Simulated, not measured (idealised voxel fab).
The process module presented herein is designated voxel ribs on slabs.
In the cross-section labelled cut, the width is 150 nm and each square cell is 5 nm.
For the purposes of this document, a cross-section shall be understood as a grid of square cells, specified as bands listed in top-to-bottom order, each band consisting of one or more rows of cells. Within each band entry, the heights of the top and of the bottom of the band appear first, in that order and in nm; the materials of the band then follow from left to right, each with its corresponding width in nm. The designation "edge to edge" on a single material indicates that it fills the band from edge to edge; the designation "blank" indicates empty space. Heights are expressed relative to 0, this being the level below which the as-received wafer comprises one material exclusively. The lowest band is unbounded in the downward direction and is denoted as in "0 -> down". Note: "30 to 40" means the width goes from the first number (top row of the band) to the second number (bottom row) in equal steps per row of cells. Step marked "no modifications"? Then no cell in the cross-section changed in it. Any empty space of 8 cells or more lacking an open way to the top shows up in "Trapped void list" as width x height at distance, distance from the left edge, in nm. Text after the settings on a step's line: the simulator's own remark on that step. Among the settings permitted on a step's line is "overlay nm"; applied to a step with a mask, it specifies the extent to which the mask lay to the right of its planned position, whereas a negative figure signifies a position to the left.
-- The following list gives the planned process steps
| 1 | op RECEIVE | material Si |
| 2 | op DIRECTIONAL_DEP | material SiO2 | thk nm 25 |
| 3 | op DIRECTIONAL_DEP | material polySi | thk nm 15 |
| 4 | op DIRECTIONAL_DEP | material aC | thk nm 10 |
| 5 | op PATTERN | tone cover | mask id RIB | material resist | width nm 15 | thk nm 25 | overlay nm 0 |
| 6 | op DIRECTIONAL_ETCH | etch materials aC | depth nm 10 |
| 7 | op STRIP | etch materials resist |
| 8 | op DIRECTIONAL_ETCH | etch materials polySi | depth nm 10 |
| 9 | op STRIP | etch materials aC |
| 10 | op DIRECTIONAL_DEP | material aC | thk nm 15 |
| 11 | op PATTERN | tone cover | mask id SLAB | material resist | width nm 55 | thk nm 35 | overlay nm 0 |
| 12 | op DIRECTIONAL_ETCH | etch materials aC | depth nm 15 |
| 13 | op STRIP | etch materials resist |
| 14 | op DIRECTIONAL_ETCH | etch materials polySi | depth nm 5 |
| 15 | op STRIP | etch materials aC |
| 16 | op FILL_DEP | material SiO2 | thk nm 15 |
| 17 | op CMP | height nm 50 |
| 18 | op DIRECTIONAL_DEP | material TiN | thk nm 10 |
| 19 | op DIRECTIONAL_DEP | material aC | thk nm 15 |
| 20 | op PATTERN | tone cover | mask id HEATER | material resist | width nm 25 | thk nm 35 | overlay nm 0 |
| 21 | op DIRECTIONAL_ETCH | etch materials aC | depth nm 15 |
| 22 | op STRIP | etch materials resist |
| 23 | op DIRECTIONAL_ETCH | etch materials TiN | depth nm 10 |
| 24 | op STRIP | etch materials aC |
| 25 | op CONFORMAL_DEP | material SiN | thk nm 5 |
-- Cross-section of the wafer upon arrival, representing the state reached after step 1
- 0 -> down  Si edge to edge
- Trapped void list: none
-- End state of the module in cross-section, given the above starting point and plan and one mistake in execution
- 60 -> 50  blank (60); TiN (25); blank (65)
- 50 -> 40  SiO2 edge to edge
- 40 -> 30  SiO2 (65); polySi (15); SiO2 (70)
- 30 -> 25  SiO2 (45); polySi (55); SiO2 (50)
- 25 -> 0  SiO2 edge to edge
- 0 -> down  Si edge to edge
- Trapped void list: none
The mistake made against the process plan was this: yeah, step 25 of the plan got skipped, never ran
